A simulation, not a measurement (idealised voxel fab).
process module | voxel transistor to metal
cross-section cut | 215 nm wide | cells 5 nm
A cross-section is a grid of square cells, given in bands from the top down. A band is one or more rows of cells.
Each band's line starts with the height of the band's top and of its bottom, in nm. Then come its materials from left to right, each with its width in nm. One material with "throughout" fills the band from edge to edge. "air" is empty space.
Height 0 is the level under which the wafer as received is all one material. The lowest band goes on downwards, as in "0 down".
A width such as "30 to 40" changes by the same amount from each row of cells to the next, from the band's top row to its bottom row.
"no change" after a step means that no cell of the cross-section changed.
closed voids: empty space of 8 cells or more with no open way to the top, each as width x height at its distance from the left edge, in nm
after a step's settings: what the simulator itself notes on the step
overlay nm, on a step with a mask: how far to the right of its planned place the mask lay; to the left if negative
plan
1 op RECEIVE | material Si
2 op OXIDIZE | depth nm 5
3 op CONFORMAL_DEP | material SiN | thk nm 10
4 op DIRECTIONAL_DEP | material aC | thk nm 10
5 op PATTERN | tone cover | mask id ACTIVE | material resist | width nm 120 | thk nm 25 | overlay nm 0
6 op DIRECTIONAL_ETCH | etch materials aC | depth nm 10
7 op STRIP | etch materials resist
8 op DIRECTIONAL_ETCH | etch materials SiN | depth nm 10
9 op DIRECTIONAL_ETCH | etch materials SiO2 | depth nm 5
10 op DIRECTIONAL_ETCH | etch materials Si | depth nm 25
11 op STRIP | etch materials aC
12 op FILL_DEP | material SiO2 | thk nm 15
13 op CMP | height nm 10
14 op SELECTIVE_ETCH | etch materials SiO2 | depth nm 5
15 op STRIP | etch materials SiN
16 op SELECTIVE_ETCH | etch materials SiO2 | depth nm 5
17 op OXIDIZE | depth nm 5
18 op DIRECTIONAL_DEP | material polySi | thk nm 20
19 op DIRECTIONAL_DEP | material SiCN | thk nm 10
20 op MASKED_ETCH | tone cover | mask id GATE | width nm 30 | etch materials SiCN | depth nm 20 | overlay nm 0
21 op MASKED_ETCH | tone cover | mask id GATE | width nm 30 | etch materials polySi | depth nm 30 | overlay nm 0
22 op CONFORMAL_DEP | material SiO2 | thk nm 5
23 op DIRECTIONAL_ETCH | etch materials SiO2 | depth nm 5
24 op CONFORMAL_DEP | material SiN | thk nm 5
25 op DIRECTIONAL_ETCH | etch materials SiN | depth nm 5
26 op DIRECTIONAL_ETCH | etch materials SiO2 | depth nm 5
27 op EPI | material pSi | thk nm 5
28 op FILL_DEP | material SiO2 | thk nm 10
29 op CMP | height nm 15
30 op STRIP | etch materials polySi
31 op SELECTIVE_ETCH | etch materials SiO2 | depth nm 5
32 op CONFORMAL_DEP | material HfO2 | thk nm 5
33 op CONFORMAL_DEP | material TiN | thk nm 5
34 op FILL_DEP | material W | thk nm 10
35 op CMP | height nm 10
36 op DIRECTIONAL_DEP | material SiO2 | thk nm 15
37 op MASKED_ETCH | tone open | mask id CONTACT | width nm 20 | pitch nm 90 | etch materials SiO2 | depth nm 30 | overlay nm 0
38 op CONFORMAL_DEP | material TiN | thk nm 5
39 op FILL_DEP | material W | thk nm 10
40 op CMP | height nm 25
41 op CONFORMAL_DEP | material SiN | thk nm 5
42 op DIRECTIONAL_DEP | material SiO2 | thk nm 20
43 op MASKED_ETCH | tone open | mask id METAL_1 | width nm 20 | pitch nm 90 | etch materials SiO2 | depth nm 20 | overlay nm 0
44 op MASKED_ETCH | tone open | mask id METAL_1 | width nm 20 | pitch nm 90 | etch materials SiN | depth nm 5 | overlay nm 0
45 op CONFORMAL_DEP | material TiN | thk nm 5
46 op FILL_DEP | material Ru | thk nm 5
47 op CMP | height nm 50
48 op CONFORMAL_DEP | material SiCN | thk nm 5
as received, after step 1
  0 down: Si throughout
  closed voids: none
a wafer at the end: this start, this plan, one mistake
  55 to 50: SiCN throughout
  50 to 30: SiO2 50 | TiN 5 | Ru 10 | TiN 5 | SiO2 70 | TiN 5 | Ru 10 | TiN 5 | SiO2 55
  30 to 25: SiN 50 | TiN 20 | SiN 70 | TiN 20 | SiN 55
  25 to 10: SiO2 50 | TiN 5 | W 10 | TiN 5 | SiO2 70 | TiN 5 | W 10 | TiN 5 | SiO2 55
  10 to 0: SiO2 50 | TiN 5 | W 10 | TiN 5 | SiO2 10 | SiN 5 | HfO2 5 | TiN 5 | W 20 | TiN 5 | HfO2 5 | SiN 5 | SiO2 10 | TiN 5 | W 10 | TiN 5 | SiO2 55
  0 to -5: SiO2 40 | SiN 5 | SiO2 5 | TiN 20 | SiO2 10 | SiN 5 | HfO2 5 | TiN 30 | HfO2 5 | SiN 5 | SiO2 10 | TiN 20 | SiO2 5 | SiN 5 | SiO2 45
  -5 to -10: SiO2 45 | pSi 35 | SiO2 5 | HfO2 40 | SiO2 5 | pSi 35 | SiO2 50
  -10 to -30: SiO2 40 | Si 130 | SiO2 45
  -30 down: Si throughout
  closed voids: none
what went wrong: step 5 ran as: op PATTERN | tone cover | mask id ACTIVE | material resist | width nm 130 | thk nm 25 | overlay nm 0
